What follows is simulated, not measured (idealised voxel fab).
Process module under the name voxel double patterning
The cross-section shown here is cut; it is 260 nm wide and divided into square cells measuring 5 nm on a side.
In what follows, cross-sections appear as grids of square cells, described through bands that run from the top down, where every band is one or more rows of cells.
It is stipulated that each band's entry specify, in nanometres, the height of the top of the band and then that of its bottom, followed by the materials of the band in left-to-right sequence, each together with its width in nanometres. A single material marked by the word "all across" is understood to fill the band from edge to edge; the word "empty" is understood to denote empty space.
All heights in this document are referenced to 0, defined as the level beneath which the wafer, as received, consists entirely of one material. The lowest band is not bounded below; it extends indefinitely downward and is written in the form "0 down".
Read "30->40" as a graded width: first number on top, second number at the bottom, same change between each pair of neighbouring rows.
No cell of the cross-section changed in a step that is given as "left unchanged".
Empty spaces counting at least 8 cells and having no open way to the top are listed in "Listed closed voids". The notation width x height at distance is used for each, the distance being from the left edge and all three values in nm.
Whatever follows a step's settings on its line is a remark the simulator itself makes about that step.
overlay nm: right-of-plan distance of the mask on a masked step; negative values mean left-of-plan.
-- Process steps - plan
- 1: RECEIVE (material Si)
- 2: CONFORMAL_DEP (material SiN; thk nm 10)
- 3: DIRECTIONAL_DEP (material SiO2; thk nm 15)
- 4: DIRECTIONAL_DEP (material SiCN; thk nm 10)
- 5: PATTERN (tone open; mask id FIRST; material resist; width nm 15; pitch nm 50; thk nm 15; overlay nm 0)
- 6: DIRECTIONAL_ETCH (etch materials SiCN; depth nm 10)
- 7: STRIP (etch materials resist)
- 8: DIRECTIONAL_DEP (material aC; thk nm 15)
- 9: PATTERN (tone open; mask id SECOND; material resist; width nm 15; thk nm 35; overlay nm 0)
- 10: DIRECTIONAL_ETCH (etch materials aC; depth nm 15)
- 11: STRIP (etch materials resist)
- 12: DIRECTIONAL_ETCH (etch materials SiCN; depth nm 10)
- 13: STRIP (etch materials aC)
- 14: DIRECTIONAL_ETCH (etch materials SiO2; depth nm 15)
- 15: STRIP (etch materials SiCN)
-- The cross-section here shows the wafer as received, i.e. in its state after step 1
	0 down = Si all across
	Listed closed voids: none
-- Here's the cross-section of the first of our two wafers at the end of the module - it ran as planned
	25 to 10 = SiO2 95 nm | empty 15 nm | SiO2 10 nm | empty 15 nm | SiO2 10 nm | empty 15 nm | SiO2 100 nm
	10 to 0 = SiN all across
	0 down = Si all across
	Listed closed voids: none
-- Cross-sectional view of the second of two wafers upon completion of the module. This wafer shared its starting condition and process plan with the first; one error was made during its execution
	25 to 15 = SiN all across
	15 to 0 = SiO2 all across
	0 down = Si all across
	Listed closed voids: none
Diagnosis: so 2 and 3 got swapped relative to the plan, each ran where the other was supposed to
Final comparison by cell count, materials where the second wafer has more or fewer than the first: +27 SiO2
